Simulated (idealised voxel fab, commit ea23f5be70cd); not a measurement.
process module | voxel capacitor over wiring
cross-section cut | 295 nm wide | cells 5 nm
A cross-section is a grid of square cells, given in bands from the top down. A band is one or more rows of cells.
Each band's line starts with the height of the band's top and of its bottom, in nm. Then come its materials from left to right, each with its width in nm. One material with "throughout" fills the band from edge to edge. "air" is empty space.
Height 0 is the level under which the wafer as received is all one material. The lowest band goes on downwards, as in "0 down".
A width such as "30 to 40" changes by the same amount from each row of cells to the next, from the band's top row to its bottom row.
"no change" after a step means that no cell of the cross-section changed.
closed voids: empty space of 8 cells or more with no open way to the top, each as width x height at its distance from the left edge, in nm
after a step's settings: what the simulator itself notes on the step
overlay nm, on a step with a mask: how far to the right of its planned place the mask lay; to the left if negative
plan
1 op RECEIVE | material Si
2 op CONFORMAL_DEP | material SiO2 | thk nm 10
3 op CONFORMAL_DEP | material SiN | thk nm 5
4 op DIRECTIONAL_DEP | material lowk | thk nm 25
5 op MASKED_ETCH | tone open | mask id METAL_1 | width nm 20 | pitch nm 85 | etch materials lowk | depth nm 25 | overlay nm 0
6 op MASKED_ETCH | tone open | mask id METAL_1 | width nm 20 | pitch nm 85 | etch materials SiN | depth nm 5 | overlay nm 0
7 op CONFORMAL_DEP | material TiN | thk nm 5
8 op FILL_DEP | material Cu | thk nm 5
9 op CMP | height nm 40
10 op CONFORMAL_DEP | material SiCN | thk nm 5
11 op DIRECTIONAL_DEP | material lowk | thk nm 10
12 op MASKED_ETCH | tone open | mask id PLUG_1 | width nm 15 | etch materials lowk | depth nm 10 | overlay nm 0
13 op MASKED_ETCH | tone open | mask id PLUG_1 | width nm 15 | etch materials SiCN | depth nm 5 | overlay nm 0
14 op EPI | material Ru | thk nm 10
15 op EPI | material Ru | thk nm 5
16 op DIRECTIONAL_DEP | material TiN | thk nm 10
17 op DIRECTIONAL_DEP | material SiN | thk nm 5
18 op DIRECTIONAL_DEP | material TiN | thk nm 5
19 op DIRECTIONAL_DEP | material aC | thk nm 15
20 op PATTERN | tone cover | mask id UPPER_PLATE | material resist | width nm 70 | thk nm 30 | overlay nm 0
21 op DIRECTIONAL_ETCH | etch materials aC | depth nm 15
22 op STRIP | etch materials resist
23 op DIRECTIONAL_ETCH | etch materials TiN | depth nm 5
24 op DIRECTIONAL_ETCH | etch materials SiN | depth nm 5
25 op STRIP | etch materials aC
26 op DIRECTIONAL_DEP | material aC | thk nm 15
27 op PATTERN | tone cover | mask id LOWER_PLATE | material resist | width nm 80 | thk nm 30 | overlay nm 0
28 op DIRECTIONAL_ETCH | etch materials aC | depth nm 15
29 op STRIP | etch materials resist
30 op DIRECTIONAL_ETCH | etch materials TiN | depth nm 10
31 op STRIP | etch materials aC
32 op FILL_DEP | material SiO2 | thk nm 15
33 op CMP | height nm 85
34 op PATTERN | tone open | mask id PLUG_2 | material resist | width nm 15 | thk nm 15 | overlay nm 0
35 op DIRECTIONAL_ETCH | etch materials SiO2 | depth nm 10
36 op STRIP | etch materials resist
37 op CONFORMAL_DEP | material TiN | thk nm 5
38 op FILL_DEP | material W | thk nm 5
39 op CMP | height nm 85
40 op CONFORMAL_DEP | material SiCN | thk nm 5
as received, after step 1
  0 down: Si throughout
  closed voids: none
first wafer at the end, as planned
  90 to 85: SiCN throughout
  85 to 80: SiO2 110 | TiN 5 | W 5 | TiN 5 | SiO2 170
  80 to 70: SiO2 110 to 100 | TiN 15 to 70 | SiO2 170 to 125
  70 to 65: SiO2 100 | SiN 70 | SiO2 125
  65 to 55: SiO2 95 | TiN 80 | SiO2 120
  55 to 45: lowk 100 | Ru 15 | lowk 180
  45 to 40: SiCN 100 | Ru 15 | SiCN 180
  40 to 15: lowk 95 | TiN 5 | Cu 10 | TiN 5 | lowk 65 | TiN 5 | Cu 10 | TiN 5 | lowk 95
  15 to 10: SiN 95 | TiN 20 | SiN 65 | TiN 20 | SiN 95
  10 to 0: SiO2 throughout
  0 down: Si throughout
  closed voids: none
second wafer at the end: like start, like plan, one mistake
  90 to 85: SiCN throughout
  85 to 80: SiO2 110 | TiN 5 | W 5 | TiN 5 | SiO2 170
  80 to 70: SiO2 110 to 100 | TiN 15 to 75 | SiO2 170 to 120
  70 to 65: SiO2 100 | SiN 75 | SiO2 120
  65 to 55: SiO2 95 | TiN 80 | SiO2 120
  55 to 45: lowk 100 | Ru 15 | lowk 180
  45 to 40: SiCN 100 | Ru 15 | SiCN 180
  40 to 15: lowk 95 | TiN 5 | Cu 10 | TiN 5 | lowk 65 | TiN 5 | Cu 10 | TiN 5 | lowk 95
  15 to 10: SiN 95 | TiN 20 | SiN 65 | TiN 20 | SiN 95
  10 to 0: SiO2 throughout
  0 down: Si throughout
  closed voids: none
what went wrong: step 20 ran as: op PATTERN | tone cover | mask id UPPER_PLATE | material resist | width nm 75 | thk nm 30 | overlay nm 0
at the end the second wafer has, in cells: 1 more of SiN | 2 fewer of SiO2 | 1 more of TiN
